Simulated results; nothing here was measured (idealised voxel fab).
process module | voxel self aligned vias
cross-section cut | 220 nm wide | cells 5 nm
A cross-section is a grid of square cells, given in bands from the top down. A band is one or more rows of cells.
Each band's line starts with the height of the band's top and of its bottom, in nm. Then come its materials from left to right, each with its width in nm. One material with "throughout" fills the band from edge to edge. "air" is empty space.
Height 0 is the level under which the wafer as received is all one material. The lowest band goes on downwards, as in "0 down".
A width such as "30 to 40" changes by the same amount from each row of cells to the next, from the band's top row to its bottom row.
"no change" after a step means that no cell of the cross-section changed.
closed voids: empty space of 8 cells or more with no open way to the top, each as width x height at its distance from the left edge, in nm
after a step's settings: what the simulator itself notes on the step
overlay nm, on a step with a mask: how far to the right of its planned place the mask lay; to the left if negative
plan
1 op RECEIVE | material Si
2 op CONFORMAL_DEP | material SiO2 | thk nm 10
3 op CONFORMAL_DEP | material SiCN | thk nm 5
4 op DIRECTIONAL_DEP | material lowk | thk nm 25
5 op PATTERN | tone open | mask id LINES | material resist | width nm 20 | pitch nm 65 | thk nm 15 | overlay nm -15
6 op DIRECTIONAL_ETCH | etch materials lowk | depth nm 25
7 op STRIP | etch materials resist
8 op CONFORMAL_DEP | material TiN | thk nm 5
9 op FILL_DEP | material Ru | thk nm 10
10 op CMP | height nm 40
11 op SELECTIVE_ETCH | etch materials W Ru TiN | depth nm 10
12 op FILL_DEP | material SiN | thk nm 10
13 op CMP | height nm 40
14 op DIRECTIONAL_DEP | material lowk | thk nm 20
15 op DIRECTIONAL_DEP | material aC | thk nm 10
16 op PATTERN | tone open | mask id VIAS | material resist | width nm 40 | thk nm 25 | overlay nm 0
17 op DIRECTIONAL_ETCH | etch materials aC | depth nm 10
18 op STRIP | etch materials resist
19 op DIRECTIONAL_ETCH | etch materials lowk | depth nm 20
20 op DIRECTIONAL_ETCH | etch materials SiN | depth nm 10
21 op STRIP | etch materials aC
22 op CONFORMAL_DEP | material TiN | thk nm 5
23 op FILL_DEP | material W | thk nm 5
24 op CMP | height nm 60
25 op CONFORMAL_DEP | material SiCN | thk nm 5
varied across the wafers: overlay nm of step 5. The plan shows the first wafer's value. All wafers start alike
first wafer as received, after step 1
  0 down: Si throughout
  closed voids: none
first wafer at the end, after step 25
  65 to 60: SiCN throughout
  60 to 45: lowk 55 | TiN 5 | W 30 | TiN 5 | lowk 125
  45 to 40: lowk 55 | TiN 5 | W 5 | TiN 30 | lowk 125
  40 to 35: lowk 50 | SiN 5 | TiN 5 | W 5 | TiN 5 | lowk 45 | SiN 20 | lowk 85
  35 to 30: lowk 50 | SiN 5 | TiN 15 | lowk 45 | SiN 20 | lowk 85
  30 to 20: lowk 50 | TiN 5 | Ru 10 | TiN 5 | lowk 45 | TiN 5 | Ru 10 | TiN 5 | lowk 85
  20 to 15: lowk 50 | TiN 20 | lowk 45 | TiN 20 | lowk 85
  15 to 10: SiCN throughout
  10 to 0: SiO2 throughout
  0 down: Si throughout
  closed voids: none
last wafer at the end
  65 to 60: SiCN throughout
  60 to 45: lowk 55 | TiN 5 | W 30 | TiN 5 | lowk 125
  45 to 40: lowk 55 | TiN 30 | W 5 | TiN 5 | lowk 125
  40 to 35: lowk 80 | TiN 5 | W 5 | TiN 5 | SiN 5 | lowk 45 | SiN 20 | lowk 55
  35 to 30: lowk 80 | TiN 15 | SiN 5 | lowk 45 | SiN 20 | lowk 55
  30 to 20: lowk 80 | TiN 5 | Ru 10 | TiN 5 | lowk 45 | TiN 5 | Ru 10 | TiN 5 | lowk 55
  20 to 15: lowk 80 | TiN 20 | lowk 45 | TiN 20 | lowk 55
  15 to 10: SiCN throughout
  10 to 0: SiO2 throughout
  0 down: Si throughout
  closed voids: none
each wafer at the end: cells of each material gained (+) or lost (-) since it was received, then its closed voids
overlay nm -15 | +8 Ru | +88 SiCN | +10 SiN | +88 SiO2 | +34 TiN | +20 W | +324 lowk | closed voids: none
overlay nm -10 | +8 Ru | +88 SiCN | +8 SiN | +88 SiO2 | +34 TiN | +22 W | +324 lowk | closed voids: none
overlay nm -5 | +8 Ru | +88 SiCN | +8 SiN | +88 SiO2 | +34 TiN | +22 W | +324 lowk | closed voids: none
overlay nm 0 | +8 Ru | +88 SiCN | +8 SiN | +88 SiO2 | +34 TiN | +22 W | +324 lowk | closed voids: none
overlay nm 5 | +8 Ru | +88 SiCN | +8 SiN | +88 SiO2 | +34 TiN | +22 W | +324 lowk | closed voids: none
overlay nm 10 | +8 Ru | +88 SiCN | +8 SiN | +88 SiO2 | +34 TiN | +22 W | +324 lowk | closed voids: none
overlay nm 15 | +8 Ru | +88 SiCN | +10 SiN | +88 SiO2 | +34 TiN | +20 W | +324 lowk | closed voids: none
